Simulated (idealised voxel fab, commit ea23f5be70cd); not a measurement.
Name of the process module below: voxel released beams
Section shown: cut. Width: 205 nm. Cell size: 5 nm, square.
We lay out every cross-section as a grid of square cells and spell it out in bands from the top down, where one band means one or more rows of cells.
Top, bottom (nm), then materials left to right with widths (nm); lone material tagged "everywhere" fills the whole band edge to edge; "air" = empty space.
Zero point of the height axis is 0; under it, received wafer = one material. Lowest band: continues down indefinitely, "0 nm and below".
You'd read "30..40" like this: the band's top row of cells is as wide as the first number, its bottom row is as wide as the second, and going down, every row changes width by the same amount as the row before did.
"no change occurred", as given for a step, is the statement that not any cell of the cross-section underwent a change during that step.
Listed in "Encapsulated voids": every empty space of 8 or more cells without an open way to the top. Form: width x height at distance, the distance being from the left edge, all in nm.
The remark found on a step's line after its settings is issued by the simulator itself and pertains to that step.
"overlay nm" on a masked step: distance the mask lay right of its planned place, negative for left.
## Here's what the planned process steps look like
- 1: RECEIVE: material Si
- 2: CONFORMAL_DEP: material SiN, thk nm 10
- 3: DIRECTIONAL_DEP: material SiO2, thk nm 15
- 4: DIRECTIONAL_DEP: material aC, thk nm 10
- 5: PATTERN: tone open, mask id ANCHOR, material resist, width nm 15, thk nm 30, overlay nm 0
- 6: DIRECTIONAL_ETCH: etch materials aC, depth nm 10
- 7: STRIP: etch materials resist
- 8: DIRECTIONAL_ETCH: etch materials SiO2, depth nm 15
- 9: STRIP: etch materials aC
- 10: CONFORMAL_DEP: material W, thk nm 10
- 11: DIRECTIONAL_DEP: material aC, thk nm 15
- 12: PATTERN: tone cover, mask id BEAM, material resist, width nm 90, thk nm 35, overlay nm 0
- 13: DIRECTIONAL_ETCH: etch materials aC, depth nm 15
- 14: STRIP: etch materials resist
- 15: DIRECTIONAL_ETCH: etch materials W, depth nm 10
- 16: STRIP: etch materials aC
- 17: STRIP: etch materials SiO2
Among the wafers covered here, the point of difference is the width nm at step 5; their starting state is shared, and the plan presents the value of the first wafer.
## Cross-section of the first of several wafers as received (after step 1)
- 0 nm and below = Si everywhere
- Encapsulated voids: none
## The cross-section of the first of several wafers is given below for the end of the module, after its final step, step 17
- 35 nm to 25 nm = air (55) / W (90) / air (60)
- 25 nm to 10 nm = air (65) / W (15) / air (125)
- 10 nm to 0 nm = SiN everywhere
- 0 nm and below = Si everywhere
- Encapsulated voids: none
## Wafer cross-section (last wafer, module end)
- 35 nm to 25 nm = air (55) / W (10) / air (20) / W (60) / air (60)
- 25 nm to 20 nm = air (55) / W (10) / air (20) / W (10) / air (110)
- 20 nm to 10 nm = air (55) / W (40) / air (110)
- 10 nm to 0 nm = SiN everywhere
- 0 nm and below = Si everywhere
- Encapsulated voids: none
## Row per wafer, end-of-module: cell gain (+)/loss (-) by material since the wafer came in, then closed voids
width nm 15 | +82 SiN | +45 W | Encapsulated voids: none
width nm 20 | +82 SiN | +48 W | Encapsulated voids: none
width nm 25 | +82 SiN | +48 W | Encapsulated voids: none
width nm 30 | +82 SiN | +48 W | Encapsulated voids: none
width nm 35 | +82 SiN | +48 W | Encapsulated voids: none
width nm 40 | +82 SiN | +48 W | Encapsulated voids: none
